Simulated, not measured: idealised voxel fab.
The name of this process module is voxel self aligned vias.
Each square cell in cross-section cut measures 5 nm, and the section as a whole is 170 nm wide.
Cross-section layout: square cells on a grid; listed as bands, top to bottom; a band spans one or more cell rows.
Heads up on the band format: heights come first, top then bottom, in nm. After that it's the materials left to right, each with its width in nm. A single material flagged "edge to edge" fills the whole band edge to edge, and "blank" means there's empty space there.
Height 0 is the level under which the wafer as received is all one material. The lowest band goes on downwards, as in "top 0, no bottom".
The expression "30 to 40" gives the width at the extremes of the band, the first number at its top row of cells and the second at its bottom row, with the width changing by equal amounts from each row to the next in between.
When a step is marked "everything unchanged", none of the cells in the cross-section changed during that step.
Voids not open to the top, 8 cells minimum: see "Closed internal voids". Written width x height at distance; distance is from the left edge; nm.
Text after the settings on a step's line: the simulator's own remark on that step.
overlay nm: for a step with a mask, the amount by which the mask lay right of where it was planned; a negative amount means left of it.
-- Intended process steps
step 1: RECEIVE: material Si
step 2: CONFORMAL_DEP: material SiO2, thk nm 10
step 3: CONFORMAL_DEP: material SiCN, thk nm 5
step 4: DIRECTIONAL_DEP: material lowk, thk nm 20
step 5: MASKED_ETCH: tone open, mask id LINES, width nm 20, pitch nm 70, etch materials lowk, depth nm 20, overlay nm 0
step 6: CONFORMAL_DEP: material TiN, thk nm 5
step 7: FILL_DEP: material Ru, thk nm 5
step 8: CMP: height nm 35
step 9: SELECTIVE_ETCH: etch materials W Ru TiN, depth nm 10
step 10: FILL_DEP: material SiN, thk nm 10
step 11: CMP: height nm 35
step 12: DIRECTIONAL_DEP: material lowk, thk nm 15
step 13: DIRECTIONAL_DEP: material aC, thk nm 10
step 14: PATTERN: tone open, mask id VIAS, material resist, width nm 40, pitch nm 70, thk nm 25, overlay nm 0
step 15: DIRECTIONAL_ETCH: etch materials aC, depth nm 10
step 16: STRIP: etch materials resist
step 17: DIRECTIONAL_ETCH: etch materials lowk, depth nm 15
step 18: DIRECTIONAL_ETCH: etch materials SiN, depth nm 10
step 19: STRIP: etch materials aC
step 20: CONFORMAL_DEP: material TiN, thk nm 5
step 21: FILL_DEP: material W, thk nm 10
step 22: CMP: height nm 50
step 23: CONFORMAL_DEP: material SiCN, thk nm 5
-- As received (post step 1): cross-section
top 0, no bottom | Si edge to edge
Closed internal voids: none
-- First wafer of two, sectioned at end of module; run went per plan
top 55, bottom 50 | SiCN edge to edge
top 50, bottom 40 | lowk 30, TiN 5, W 30, TiN 5, lowk 30, TiN 5, W 30, TiN 5, lowk 30
top 40, bottom 30 | lowk 30 to 40, TiN 15 to 5, W 10, TiN 15 to 5, lowk 30 to 50, TiN 15 to 5, W 10, TiN 15 to 5, lowk 30 to 40
top 30, bottom 25 | lowk 40, TiN 20, lowk 50, TiN 20, lowk 40
top 25, bottom 20 | lowk 40, TiN 5, Ru 10, TiN 5, lowk 50, TiN 5, Ru 10, TiN 5, lowk 40
top 20, bottom 15 | lowk 40, TiN 20, lowk 50, TiN 20, lowk 40
top 15, bottom 10 | SiCN edge to edge
top 10, bottom 0 | SiO2 edge to edge
top 0, no bottom | Si edge to edge
Closed internal voids: none
-- So this is wafer number two of the two, cut at the end of the module - it started where the first did and had the same plan, we just got one thing wrong running it
top 65, bottom 50 | SiCN edge to edge
top 50, bottom 40 | lowk 30, TiN 5, W 30, TiN 5, lowk 30, TiN 5, W 30, TiN 5, lowk 30
top 40, bottom 30 | lowk 30 to 40, TiN 15 to 5, W 10, TiN 15 to 5, lowk 30 to 50, TiN 15 to 5, W 10, TiN 15 to 5, lowk 30 to 40
top 30, bottom 25 | lowk 40, TiN 20, lowk 50, TiN 20, lowk 40
top 25, bottom 20 | lowk 40, TiN 5, Ru 10, TiN 5, lowk 50, TiN 5, Ru 10, TiN 5, lowk 40
top 20, bottom 15 | lowk 40, TiN 20, lowk 50, TiN 20, lowk 40
top 15, bottom 10 | SiCN edge to edge
top 10, bottom 0 | SiO2 edge to edge
top 0, no bottom | Si edge to edge
Closed internal voids: none
What went wrong in running the wafer? step 23 was processed under conditions differing from the plan, specifically as CONFORMAL_DEP: material SiCN, thk nm 15
Once processing is complete, comparing cell counts shows that the second wafer has more or fewer of certain materials than the first: SiCN: 68 more
